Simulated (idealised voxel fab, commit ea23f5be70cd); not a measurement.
The document below concerns the process module designated voxel tone inversion.
Pictured: cross-section cut, 290 nm wide, on a grid of 5 nm square cells.
When this document writes out a cross-section, it uses a grid of square cells and lists it as bands, beginning at the top and moving down, with a band standing for one or more rows of cells. The entry gives the band's vertical extent as a top height and a bottom height in nm, then its horizontal make-up as materials from left to right, each with a width in nm. "empty" stands for empty space; a single material marked "throughout" fills the band edge to edge. It should be noted that heights are counted from 0, beneath which the wafer as supplied is of one material throughout, and that the lowest band possesses no lower boundary but continues downward, as written in "0 nm and below". Think of "30->40" as a width that walks from the first number to the second as you go down the band, top row to bottom row, taking equal-sized steps from row to row. Any step labelled "no change" changed none of the cells in the cross-section. Closed-off voids of 8+ cells (no open route to the top) go in "Enclosed empty spaces", written width x height at distance from the left edge, in nm. Whatever follows a step's settings on its line is a remark the simulator itself makes about that step. A step line may carry the setting "overlay nm", which, for steps involving a mask, states the distance by which the mask lay to the right of its intended position; negative values denote displacement to the left.

PLAN
| 1 | RECEIVE (material Si) |
| 2 | CONFORMAL_DEP (material SiCN; thk nm 10) |
| 3 | DIRECTIONAL_DEP (material aC; thk nm 25) |
| 4 | PATTERN (tone cover; mask id POSTS; material resist; width nm 20; pitch nm 35; thk nm 30; overlay nm 0) |
| 5 | DIRECTIONAL_ETCH (etch materials aC; depth nm 25) |
| 6 | STRIP (etch materials resist) |
| 7 | FILL_DEP (material SiO2; thk nm 10) |
| 8 | CMP (height nm 35) |
| 9 | STRIP (etch materials aC) |
| 10 | CONFORMAL_DEP (material TiN; thk nm 5) |
| 11 | FILL_DEP (material Cu; thk nm 5) |
| 12 | CMP (height nm 35) |
| 13 | CONFORMAL_DEP (material SiN; thk nm 5) |

AS-RECEIVED WAFER CROSS-SECTION (AFTER STEP 1)
- 0 nm and below: Si throughout
- Enclosed empty spaces: none

STARTING STRUCTURE AND PROCESS PLAN ARE AS SHOWN ABOVE, BUT ONE MISTAKE WAS MADE IN RUNNING THE MODULE; THE WAFER CROSS-SECTION AT THE END OF THE MODULE FOLLOWS
- 40 nm to 35 nm: SiN throughout
- 35 nm to 15 nm: 95 nm Cu, then 5 nm TiN, then 20 nm SiO2, then 5 nm TiN, then 5 nm Cu, then 5 nm TiN, then 20 nm SiO2, then 5 nm TiN, then 5 nm Cu, then 5 nm TiN, then 20 nm SiO2, then 5 nm TiN, then 95 nm Cu
- 15 nm to 10 nm: 100 nm TiN, then 20 nm SiO2, then 15 nm TiN, then 20 nm SiO2, then 15 nm TiN, then 20 nm SiO2, then 100 nm TiN
- 10 nm to 0 nm: SiCN throughout
- 0 nm and below: Si throughout
- Enclosed empty spaces: none
Deviation noted in wafer processing: so step 4 ended up running with a different setting than we planned, it ran as PATTERN (tone open; mask id POSTS; material resist; width nm 20; pitch nm 35; thk nm 30; overlay nm 0)
